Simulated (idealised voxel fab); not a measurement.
The name of this process module is voxel trench capacitor.
We display cut, a cross-section 205 nm in width whose square cells are each 5 nm.
Each cross-section below is a grid of square cells, stated as bands in top-down order, with one or more rows of cells making up each band.
Band entry format. Leading values: height of top, height of bottom, nm. Remainder: materials in left-to-right order, each with its width in nm. Special words: "all across" on a single material, which then fills the band edge to edge; "blank", empty space.
Heads up on the height convention: 0 is the point under which the incoming wafer is all one material, and the lowest band has no bottom, it just keeps going down, like "0 -> down".
A width such as "30->40" changes by the same amount from each row of cells to the next, from the band's top row to its bottom row.
Step marked "remains unaltered"? Then no cell in the cross-section changed in it.
Empty spaces without an open route to the top, at least 8 cells in extent, make up the entry "Tabulated closed voids"; each is given as width x height at distance, where the distance is measured from the left edge, and all are in nm.
Read whatever lies past the settings on a step's line as the simulator's own remark about the step.
Regarding "overlay nm": on a step with a mask, it is the distance the mask lay to the right of its planned place; a negative value places it to the left.

## This section lists the process steps that were planned
1) RECEIVE with material Si
2) CONFORMAL_DEP with material SiN, thk nm 10
3) MASKED_ETCH with tone open, mask id TRENCH, width nm 25, pitch nm 45, etch materials SiN, depth nm 10, overlay nm 0
4) MASKED_ETCH with tone open, mask id TRENCH, width nm 25, pitch nm 45, etch materials Si, depth nm 25, overlay nm 0
5) CONFORMAL_DEP with material Al2O3, thk nm 5
6) FILL_DEP with material polySi, thk nm 5
7) CMP with height nm 0
Don't read the plan's height nm for step 7 as applying to every wafer: that's the first wafer's value, and the wafers differ in it, though they all start identical.

## Received wafers, first of several: cross-section after step 1
  0 -> down = Si all across
  Tabulated closed voids: none

## Shown in cross-section: the first of several wafers at the end of the module, after its last step, step 7
  0 -> -20 = 65 of Si / 5 of Al2O3 / 15 of polySi / 5 of Al2O3 / 20 of Si / 5 of Al2O3 / 15 of polySi / 5 of Al2O3 / 70 of Si
  -20 -> -25 = 65 of Si / 25 of Al2O3 / 20 of Si / 25 of Al2O3 / 70 of Si
  -25 -> down = Si all across
  Tabulated closed voids: none

## The final wafer, sectioned at module end
  20 -> 15 = polySi all across
  15 -> 10 = 70 of Al2O3 / 15 of polySi / 30 of Al2O3 / 15 of polySi / 75 of Al2O3
  10 -> 0 = 65 of SiN / 5 of Al2O3 / 15 of polySi / 5 of Al2O3 / 20 of SiN / 5 of Al2O3 / 15 of polySi / 5 of Al2O3 / 70 of SiN
  0 -> -20 = 65 of Si / 5 of Al2O3 / 15 of polySi / 5 of Al2O3 / 20 of Si / 5 of Al2O3 / 15 of polySi / 5 of Al2O3 / 70 of Si
  -20 -> -25 = 65 of Si / 25 of Al2O3 / 20 of Si / 25 of Al2O3 / 70 of Si
  -25 -> down = Si all across
  Tabulated closed voids: none

## Below is a per-wafer table. In it, each row describes the wafer at the end of the module by giving, for each material, the number of cells gained (+) or lost (-) since the wafer was received, and after that the closed voids of the wafer
height nm 0, +26 Al2O3, -50 Si, +24 polySi, Tabulated closed voids: none
height nm 5, +30 Al2O3, -50 Si, +31 SiN, +30 polySi, Tabulated closed voids: none
height nm 10, +34 Al2O3, -50 Si, +62 SiN, +36 polySi, Tabulated closed voids: none
height nm 15, +69 Al2O3, -50 Si, +62 SiN, +42 polySi, Tabulated closed voids: none
height nm 20, +69 Al2O3, -50 Si, +62 SiN, +83 polySi, Tabulated closed voids: none
